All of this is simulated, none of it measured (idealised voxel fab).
The following process module bears the name voxel local oxidation.
cross-section cut | 155 nm wide | cells 5 nm
When this document writes out a cross-section, it uses a grid of square cells and lists it as bands, beginning at the top and moving down, with a band standing for one or more rows of cells. Top, bottom (nm), then materials left to right with widths (nm); lone material tagged "edge to edge" fills the whole band edge to edge; "empty" = empty space. Ref level 0: as-received wafer is one material below here. Bottom band extends down with no lower bound ("top 0, no bottom"). Graded width ("30 to 40"): value in top row of band = first number; value in bottom row = second number; row-to-row change constant. Reading "nothing different" for a step: not a cell of the cross-section changed in it. Voids not open to the top, 8 cells minimum: see "Internal closed voids". Written width x height at distance; distance is from the left edge; nm. Note: text after step settings on the step line = simulator remark on that step. You can add "overlay nm" to a step's line. For a step with a mask, it describes how far the mask lay to the right of its planned position, and a negative number describes a lay to the left.
PLANNED STEP LIST FOR THE PROCESS
1,RECEIVE: material Si
2,CONFORMAL_DEP: material SiO2, thk nm 5
3,CONFORMAL_DEP: material SiN, thk nm 10
4,DIRECTIONAL_DEP: material aC, thk nm 15
5,PATTERN: tone cover, mask id ACTIVE, material resist, width nm 125, thk nm 30, overlay nm 0
6,DIRECTIONAL_ETCH: etch materials aC, depth nm 15
7,STRIP: etch materials resist
8,DIRECTIONAL_ETCH: etch materials SiN, depth nm 10
9,STRIP: etch materials aC
10,SELECTIVE_ETCH: etch materials SiO2, depth nm 5
11,OXIDIZE: depth nm 10
12,STRIP: etch materials SiN
SO THIS IS THE INCOMING WAFER IN CROSS-SECTION - IT'S ALREADY BEEN THROUGH STEP 1
	top 0, no bottom | Si edge to edge
	Internal closed voids: none
FIRST WAFER AT THE END, AS PLANNED
	top 5, bottom 0 | 20 of empty; 115 of SiO2; 20 of empty
	top 0, bottom -10 | 30 of SiO2; 95 of Si; 30 of SiO2
	top -10, no bottom | Si edge to edge
	Internal closed voids: none
MODULE END: CROSS-SECTION OF WAFER TWO OF TWO. SAME START AND PROCESS PLAN AS THE FIRST WAFER. ONE MISTAKE DURING EXECUTION
	top 5, bottom 0 | 10 of SiO2; 135 of empty; 10 of SiO2
	top 0, bottom -10 | SiO2 edge to edge
	top -10, no bottom | Si edge to edge
	Internal closed voids: none
Against the plan, the run slipped here: for step 5, the planned setting was not used; the step was instead run as PATTERN: tone open, mask id ACTIVE, material resist, width nm 125, thk nm 30, overlay nm 0
End check, counted in cells, second wafer has more or fewer of these materials than the first: 38 fewer of Si, 19 more of SiO2
